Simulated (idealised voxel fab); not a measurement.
Process module under the name voxel self aligned vias
We display cut, a cross-section 185 nm in width whose square cells are each 5 nm.
In this document a cross-section is written as a grid of square cells. It is given as a series of bands, listed from the top down, and a band is one or more rows of cells.
The band entry comprises the height of the band's top followed by the height of its bottom, expressed in nm, and subsequently the band's materials from left to right, each stated together with its width in nm. Where a single material is marked with the word "all across", that material fills the band from edge to edge. The word "blank" represents empty space.
For the purposes of this specification, 0 denotes the height below which the wafer in its as-received condition is composed wholly of one material, and the lowermost band, lacking a lower limit, extends downward without end, as expressed in "from 0 down".
Per-row width for "30..40": begins at first number (top row of band), ends at second number (bottom row), increment between rows held constant.
"everything unchanged" for a step: no cell of the cross-section changed in that step.
Heads up: "Enclosed empty spaces" only lists the empty pockets with no open path to the top that are 8 cells or more, and it writes them as width x height at distance, distance from the left edge, in nm.
Where a step's line continues beyond its settings, the continuation is a remark by the simulator itself on that step.
A step line may carry the setting "overlay nm", which, for steps involving a mask, states the distance by which the mask lay to the right of its intended position; negative values denote displacement to the left.
# Planned step list for the process
| 1 | RECEIVE [material Si] |
| 2 | CONFORMAL_DEP [material SiO2] [thk nm 15] |
| 3 | CONFORMAL_DEP [material SiCN] [thk nm 5] |
| 4 | DIRECTIONAL_DEP [material SiO2] [thk nm 20] |
| 5 | MASKED_ETCH [tone open] [mask id LINES] [width nm 25] [pitch nm 50] [etch materials SiO2] [depth nm 20] [overlay nm 0] |
| 6 | CONFORMAL_DEP [material TiN] [thk nm 5] |
| 7 | FILL_DEP [material W] [thk nm 10] |
| 8 | CMP [height nm 40] |
| 9 | SELECTIVE_ETCH [etch materials W Ru TiN] [depth nm 5] |
| 10 | FILL_DEP [material SiN] [thk nm 10] |
| 11 | CMP [height nm 40] |
| 12 | DIRECTIONAL_DEP [material SiO2] [thk nm 20] |
| 13 | MASKED_ETCH [tone open] [mask id VIAS] [width nm 35] [pitch nm 50] [etch materials SiO2] [depth nm 20] [overlay nm 0] |
| 14 | MASKED_ETCH [tone open] [mask id VIAS] [width nm 35] [pitch nm 50] [etch materials SiN] [depth nm 5] [overlay nm 0] |
| 15 | CONFORMAL_DEP [material TiN] [thk nm 5] |
| 16 | FILL_DEP [material Cu] [thk nm 10] |
| 17 | CMP [height nm 60] |
| 18 | CONFORMAL_DEP [material SiCN] [thk nm 5] |
# First out of two wafers; run went to plan
# Cross-sectional view of the wafer in its as-received condition, corresponding to the state after step 1
> from 0 down | Si all across
> Enclosed empty spaces: none
# After step 2, in cross-section
> from 15 to 0 | SiO2 all across
> Below 0, the layers are the same as they were.
# After step 3, in cross-section
> from 20 to 15 | SiCN all across
> Below 15, the layers are the same as they were.
# After step 4, in cross-section
> from 40 to 20 | SiO2 all across
> Below 20, the layers are the same as they were.
# After step 5, in cross-section
> from 40 to 20 | 30 of SiO2  25 of blank  25 of SiO2  25 of blank  25 of SiO2  25 of blank  30 of SiO2
> Below 20, the layers are the same as they were.
# After step 6, in cross-section
> from 45 to 40 | 35 of TiN  15 of blank  35 of TiN  15 of blank  35 of TiN  15 of blank  35 of TiN
> from 40 to 25 | 30 of SiO2  5 of TiN  15 of blank  5 of TiN  25 of SiO2  5 of TiN  15 of blank  5 of TiN  25 of SiO2  5 of TiN  15 of blank  5 of TiN  30 of SiO2
> from 25 to 20 | 30 of SiO2  25 of TiN  25 of SiO2  25 of TiN  25 of SiO2  25 of TiN  30 of SiO2
> Below 20, the layers are the same as they were.
# After step 7, in cross-section
> from 55 to 45 | W all across
> from 45 to 40 | 35 of TiN  15 of W  35 of TiN  15 of W  35 of TiN  15 of W  35 of TiN
> from 40 to 25 | 30 of SiO2  5 of TiN  15 of W  5 of TiN  25 of SiO2  5 of TiN  15 of W  5 of TiN  25 of SiO2  5 of TiN  15 of W  5 of TiN  30 of SiO2
> Below 25, the layers are the same as they were.
# After step 8, in cross-section
> from 40 to 25 | 30 of SiO2  5 of TiN  15 of W  5 of TiN  25 of SiO2  5 of TiN  15 of W  5 of TiN  25 of SiO2  5 of TiN  15 of W  5 of TiN  30 of SiO2
> Below 25, the layers are the same as they were.
# After step 9, in cross-section
> from 40 to 35 | 30 of SiO2  25 of blank  25 of SiO2  25 of blank  25 of SiO2  25 of blank  30 of SiO2
> Below 35, the layers are the same as they were.
# After step 10, in cross-section
> from 50 to 40 | SiN all across
> from 40 to 35 | 30 of SiO2  25 of SiN  25 of SiO2  25 of SiN  25 of SiO2  25 of SiN  30 of SiO2
> Below 35, the layers are the same as they were.
# After step 11, in cross-section
> from 40 to 35 | 30 of SiO2  25 of SiN  25 of SiO2  25 of SiN  25 of SiO2  25 of SiN  30 of SiO2
> Below 35, the layers are the same as they were.
# After step 12, in cross-section
> from 60 to 40 | SiO2 all across
> Below 40, the layers are the same as they were.
# After step 13, in cross-section
> from 60 to 40 | 25 of SiO2  35 of blank  15 of SiO2  35 of blank  15 of SiO2  35 of blank  25 of SiO2
> Below 40, the layers are the same as they were.
# After step 14, in cross-section
> from 60 to 40 | 25 of SiO2  35 of blank  15 of SiO2  35 of blank  15 of SiO2  35 of blank  25 of SiO2
> from 40 to 35 | 30 of SiO2  25 of blank  25 of SiO2  25 of blank  25 of SiO2  25 of blank  30 of SiO2
> Below 35, the layers are the same as they were.
# After step 15, in cross-section
> from 65 to 60 | 30 of TiN  25 of blank  25 of TiN  25 of blank  25 of TiN  25 of blank  30 of TiN
> from 60 to 45 | 25 of SiO2  5 of TiN  25 of blank  5 of TiN  15 of SiO2  5 of TiN  25 of blank  5 of TiN  15 of SiO2  5 of TiN  25 of blank  5 of TiN  25 of SiO2
> from 45 to 40 | 25 of SiO2  10 of TiN  15 of blank  10 of TiN  15 of SiO2  10 of TiN  15 of blank  10 of TiN  15 of SiO2  10 of TiN  15 of blank  10 of TiN  25 of SiO2
> from 40 to 35 | 30 of SiO2  25 of TiN  25 of SiO2  25 of TiN  25 of SiO2  25 of TiN  30 of SiO2
> Below 35, the layers are the same as they were.
# After step 16, in cross-section
> from 75 to 65 | Cu all across
> from 65 to 60 | 30 of TiN  25 of Cu  25 of TiN  25 of Cu  25 of TiN  25 of Cu  30 of TiN
> from 60 to 45 | 25 of SiO2  5 of TiN  25 of Cu  5 of TiN  15 of SiO2  5 of TiN  25 of Cu  5 of TiN  15 of SiO2  5 of TiN  25 of Cu  5 of TiN  25 of SiO2
> from 45 to 40 | 25 of SiO2  10 of TiN  15 of Cu  10 of TiN  15 of SiO2  10 of TiN  15 of Cu  10 of TiN  15 of SiO2  10 of TiN  15 of Cu  10 of TiN  25 of SiO2
> Below 40, the layers are the same as they were.
# After step 17, in cross-section
> from 60 to 45 | 25 of SiO2  5 of TiN  25 of Cu  5 of TiN  15 of SiO2  5 of TiN  25 of Cu  5 of TiN  15 of SiO2  5 of TiN  25 of Cu  5 of TiN  25 of SiO2
> Below 45, the layers are the same as they were.
# After step 18, in cross-section
> from 65 to 60 | SiCN all across
> Below 60, the layers are the same as they were.
# Now the other wafer: same start, same recipe, but we messed up one thing when running it. Up to and including step 12 it's the same as the first one
# What the second wafer looks like in cross-section when step 13 should have wrapped up
> from 60 to 40 | 30 of SiO2  30 of blank  20 of SiO2  30 of blank  20 of SiO2  30 of blank  25 of SiO2
> Below 40, the layers are the same as they were.
# What the second wafer looks like in cross-section when step 14 should have wrapped up
> from 60 to 40 | 30 of SiO2  30 of blank  20 of SiO2  30 of blank  20 of SiO2  30 of blank  25 of SiO2
> from 40 to 35 | 30 of SiO2  25 of blank  25 of SiO2  25 of blank  25 of SiO2  25 of blank  30 of SiO2
> Below 35, the layers are the same as they were.
# What the second wafer looks like in cross-section when step 15 should have wrapped up
> from 65 to 60 | 35 of TiN  20 of blank  30 of TiN  20 of blank  30 of TiN  20 of blank  30 of TiN
> from 60 to 45 | 30 of SiO2  5 of TiN  20 of blank  5 of TiN  20 of SiO2  5 of TiN  20 of blank  5 of TiN  20 of SiO2  5 of TiN  20 of blank  5 of TiN  25 of SiO2
> from 45 to 40 | 30 of SiO2  5 of TiN  15 of blank  10 of TiN  20 of SiO2  5 of TiN  15 of blank  10 of TiN  20 of SiO2  5 of TiN  15 of blank  10 of TiN  25 of SiO2
> from 40 to 35 | 30 of SiO2  25 of TiN  25 of SiO2  25 of TiN  25 of SiO2  25 of TiN  30 of SiO2
> Below 35, the layers are the same as they were.
# What the second wafer looks like in cross-section when step 16 should have wrapped up
> from 75 to 65 | Cu all across
> from 65 to 60 | 35 of TiN  20 of Cu  30 of TiN  20 of Cu  30 of TiN  20 of Cu  30 of TiN
> from 60 to 45 | 30 of SiO2  5 of TiN  20 of Cu  5 of TiN  20 of SiO2  5 of TiN  20 of Cu  5 of TiN  20 of SiO2  5 of TiN  20 of Cu  5 of TiN  25 of SiO2
> from 45 to 40 | 30 of SiO2  5 of TiN  15 of Cu  10 of TiN  20 of SiO2  5 of TiN  15 of Cu  10 of TiN  20 of SiO2  5 of TiN  15 of Cu  10 of TiN  25 of SiO2
> Below 40, the layers are the same as they were.
# What the second wafer looks like in cross-section when step 17 should have wrapped up
> from 60 to 45 | 30 of SiO2  5 of TiN  20 of Cu  5 of TiN  20 of SiO2  5 of TiN  20 of Cu  5 of TiN  20 of SiO2  5 of TiN  20 of Cu  5 of TiN  25 of SiO2
> Below 45, the layers are the same as they were.
# What the second wafer looks like in cross-section when step 18 should have wrapped up
> from 65 to 60 | SiCN all across
> Below 60, the layers are the same as they were.
Processing error: not per plan at step 13, really ran MASKED_ETCH [tone open] [mask id VIAS] [width nm 30] [pitch nm 50] [etch materials SiO2] [depth nm 20] [overlay nm 0]
Bottom line after processing is that, in cells, the second wafer is up or down on some materials versus the first: -9 Cu | +12 SiO2 | -3 TiN
